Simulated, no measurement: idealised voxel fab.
Title: Process Module voxel wiring stack
290 nm wide, 5 nm square cells: that's cross-section cut.
The cross-sections in this document take the form of a grid made of square cells. They are written out as bands, in order from top to bottom. Each band consists of one or more rows of cells.
Each band's line starts with the height of the band's top and of its bottom, in nm. Then come its materials from left to right, each with its width in nm. One material with "everywhere" fills the band from edge to edge. "empty" is empty space.
We count height from 0. Below that, the starting wafer is all one material. The lowest band never ends at the bottom but goes on down; see "0 -> down" for how that is written.
Note: "30 to 40" means the width goes from the first number (top row of the band) to the second number (bottom row) in equal steps per row of cells.
Key: "remains unaltered" - step with no changed cell in the cross-section.
Under "Unvented internal voids" you'll find the enclosed gaps, the ones with no way out to the top, that are 8 cells or bigger; each reads width x height at distance, with distance counted from the left edge, everything in nm.
On each step's line, the part that comes after the settings is the simulator's own comment on the step.
Regarding "overlay nm": on a step with a mask, it is the distance the mask lay to the right of its planned place; a negative value places it to the left.
PROCESS STEPS FORESEEN IN THE PLAN
1 RECEIVE | material Si
2 CONFORMAL_DEP | material SiO2 | thk nm 15
3 DIRECTIONAL_DEP | material TiN | thk nm 5
4 DIRECTIONAL_DEP | material W | thk nm 20
5 DIRECTIONAL_DEP | material aC | thk nm 10
6 PATTERN | tone cover | mask id METAL_1 | material resist | width nm 25 | pitch nm 45 | thk nm 30 | overlay nm 0
7 DIRECTIONAL_ETCH | etch materials aC | depth nm 10
8 STRIP | etch materials resist
9 DIRECTIONAL_ETCH | etch materials W | depth nm 20
10 DIRECTIONAL_ETCH | etch materials TiN | depth nm 5
11 STRIP | etch materials aC
12 CONFORMAL_DEP | material SiN | thk nm 5
13 FILL_DEP | material lowk | thk nm 10
14 CMP | height nm 40
15 CONFORMAL_DEP | material SiCN | thk nm 5
16 DIRECTIONAL_DEP | material SiO2 | thk nm 20
17 DIRECTIONAL_DEP | material aC | thk nm 10
18 PATTERN | tone open | mask id PLUG_1 | material resist | width nm 15 | pitch nm 45 | thk nm 25 | overlay nm 0
19 DIRECTIONAL_ETCH | etch materials aC | depth nm 10
20 STRIP | etch materials resist
21 DIRECTIONAL_ETCH | etch materials SiO2 | depth nm 20
22 DIRECTIONAL_ETCH | etch materials SiCN | depth nm 5
23 STRIP | etch materials aC
24 CONFORMAL_DEP | material TiN | thk nm 5
25 FILL_DEP | material Cu | thk nm 5
26 CMP | height nm 65
27 DIRECTIONAL_DEP | material TiN | thk nm 5
28 DIRECTIONAL_DEP | material W | thk nm 15
29 DIRECTIONAL_DEP | material aC | thk nm 10
30 PATTERN | tone cover | mask id METAL_2 | material resist | width nm 25 | pitch nm 45 | thk nm 30 | overlay nm 0
31 DIRECTIONAL_ETCH | etch materials aC | depth nm 10
32 STRIP | etch materials resist
33 DIRECTIONAL_ETCH | etch materials W | depth nm 15
34 DIRECTIONAL_ETCH | etch materials TiN | depth nm 5
35 STRIP | etch materials aC
36 CONFORMAL_DEP | material SiCN | thk nm 5
37 FILL_DEP | material SiO2 | thk nm 10
38 CMP | height nm 85
39 CONFORMAL_DEP | material SiCN | thk nm 5
40 DIRECTIONAL_DEP | material lowk | thk nm 10
41 MASKED_ETCH | tone open | mask id PLUG_2 | width nm 15 | pitch nm 45 | etch materials lowk | depth nm 10 | overlay nm 0
42 MASKED_ETCH | tone open | mask id PLUG_2 | width nm 15 | pitch nm 45 | etch materials SiCN | depth nm 5 | overlay nm 0
43 CONFORMAL_DEP | material TiN | thk nm 5
44 FILL_DEP | material W | thk nm 10
45 CMP | height nm 100
46 CONFORMAL_DEP | material SiN | thk nm 5
47 DIRECTIONAL_DEP | material SiO2 | thk nm 20
48 PATTERN | tone open | mask id METAL_3 | material resist | width nm 25 | pitch nm 45 | thk nm 20 | overlay nm 0
49 DIRECTIONAL_ETCH | etch materials SiO2 | depth nm 20
50 DIRECTIONAL_ETCH | etch materials SiN | depth nm 5
51 STRIP | etch materials resist
52 CONFORMAL_DEP | material TiN | thk nm 5
53 FILL_DEP | material Ru | thk nm 10
54 CMP | height nm 125
55 CONFORMAL_DEP | material SiN | thk nm 5
THE CROSS-SECTION HERE SHOWS THE WAFER AS RECEIVED, I.E. IN ITS STATE AFTER STEP 1
    0 -> down: Si everywhere
    Unvented internal voids: none
CROSS-SECTION TAKEN AT MODULE COMPLETION ON THE FIRST OF TWO WAFERS; PROCESSED PER THE PLAN
    130 -> 125: SiN everywhere
    125 -> 105: SiO2 85 nm; TiN 5 nm; Ru 15 nm; TiN 5 nm; SiO2 20 nm; TiN 5 nm; Ru 15 nm; TiN 5 nm; SiO2 20 nm; TiN 5 nm; Ru 15 nm; TiN 5 nm; SiO2 90 nm
    105 -> 100: SiN 85 nm; TiN 25 nm; SiN 20 nm; TiN 25 nm; SiN 20 nm; TiN 25 nm; SiN 90 nm
    100 -> 90: lowk 85 nm; TiN 5 nm; W 5 nm; TiN 5 nm; lowk 30 nm; TiN 5 nm; W 5 nm; TiN 5 nm; lowk 30 nm; TiN 5 nm; W 5 nm; TiN 5 nm; lowk 100 nm
    90 -> 85: SiCN 85 nm; TiN 15 nm; SiCN 30 nm; TiN 15 nm; SiCN 30 nm; TiN 15 nm; SiCN 100 nm
    85 -> 70: SiO2 80 nm; SiCN 5 nm; W 25 nm; SiCN 5 nm; SiO2 10 nm; SiCN 5 nm; W 25 nm; SiCN 5 nm; SiO2 10 nm; SiCN 5 nm; W 25 nm; SiCN 5 nm; SiO2 85 nm
    70 -> 65: SiCN 85 nm; TiN 25 nm; SiCN 20 nm; TiN 25 nm; SiCN 20 nm; TiN 25 nm; SiCN 90 nm
    65 -> 45: SiO2 85 nm; TiN 5 nm; Cu 5 nm; TiN 5 nm; SiO2 30 nm; TiN 5 nm; Cu 5 nm; TiN 5 nm; SiO2 30 nm; TiN 5 nm; Cu 5 nm; TiN 5 nm; SiO2 100 nm
    45 -> 40: SiCN 85 nm; TiN 15 nm; SiCN 30 nm; TiN 15 nm; SiCN 30 nm; TiN 15 nm; SiCN 100 nm
    40 -> 20: lowk 80 nm; SiN 5 nm; W 25 nm; SiN 5 nm; lowk 10 nm; SiN 5 nm; W 25 nm; SiN 5 nm; lowk 10 nm; SiN 5 nm; W 25 nm; SiN 5 nm; lowk 85 nm
    20 -> 15: SiN 85 nm; TiN 25 nm; SiN 20 nm; TiN 25 nm; SiN 20 nm; TiN 25 nm; SiN 90 nm
    15 -> 0: SiO2 everywhere
    0 -> down: Si everywhere
    Unvented internal voids: none
SECOND OF TWO WAFERS, MODULE COMPLETE, SECTIONED: IT SHARES THE FIRST WAFER'S START AND PLAN BUT WAS RUN WITH ONE MISTAKE
    130 -> 125: SiN everywhere
    125 -> 105: SiO2 85 nm; TiN 5 nm; Ru 15 nm; TiN 5 nm; SiO2 20 nm; TiN 5 nm; Ru 15 nm; TiN 5 nm; SiO2 20 nm; TiN 5 nm; Ru 15 nm; TiN 5 nm; SiO2 90 nm
    105 -> 100: SiN 85 nm; TiN 25 nm; SiN 20 nm; TiN 25 nm; SiN 20 nm; TiN 25 nm; SiN 90 nm
    100 -> 90: lowk 85 nm; TiN 5 nm; W 5 nm; TiN 5 nm; lowk 30 nm; TiN 5 nm; W 5 nm; TiN 5 nm; lowk 30 nm; TiN 5 nm; W 5 nm; TiN 5 nm; lowk 100 nm
    90 -> 85: SiCN 85 nm; TiN 15 nm; SiCN 30 nm; TiN 15 nm; SiCN 30 nm; TiN 15 nm; SiCN 100 nm
    85 -> 70: SiO2 80 nm; SiCN 5 nm; W 25 nm; SiCN 5 nm; SiO2 10 nm; SiCN 5 nm; W 25 nm; SiCN 5 nm; SiO2 10 nm; SiCN 5 nm; W 25 nm; SiCN 5 nm; SiO2 85 nm
    70 -> 65: SiCN 85 nm; TiN 25 nm; SiCN 20 nm; TiN 25 nm; SiCN 20 nm; TiN 25 nm; SiCN 90 nm
    65 -> 45: SiO2 85 nm; TiN 5 nm; Cu 10 nm; TiN 5 nm; SiO2 25 nm; TiN 5 nm; Cu 10 nm; TiN 5 nm; SiO2 25 nm; TiN 5 nm; Cu 10 nm; TiN 5 nm; SiO2 95 nm
    45 -> 40: SiCN 85 nm; TiN 20 nm; SiCN 25 nm; TiN 20 nm; SiCN 25 nm; TiN 20 nm; SiCN 95 nm
    40 -> 20: lowk 80 nm; SiN 5 nm; W 25 nm; SiN 5 nm; lowk 10 nm; SiN 5 nm; W 25 nm; SiN 5 nm; lowk 10 nm; SiN 5 nm; W 25 nm; SiN 5 nm; lowk 85 nm
    20 -> 15: SiN 85 nm; TiN 25 nm; SiN 20 nm; TiN 25 nm; SiN 20 nm; TiN 25 nm; SiN 90 nm
    15 -> 0: SiO2 everywhere
    0 -> down: Si everywhere
    Unvented internal voids: none
what went wrong: step 18 was run on a setting that differed from the plan, and what really ran there is PATTERN | tone open | mask id PLUG_1 | material resist | width nm 20 | pitch nm 45 | thk nm 25 | overlay nm 0
The final cell counts differ between the wafers, with the second having more or fewer of some materials than the first: 12 more of Cu | 3 fewer of SiCN | 12 fewer of SiO2 | 3 more of TiN
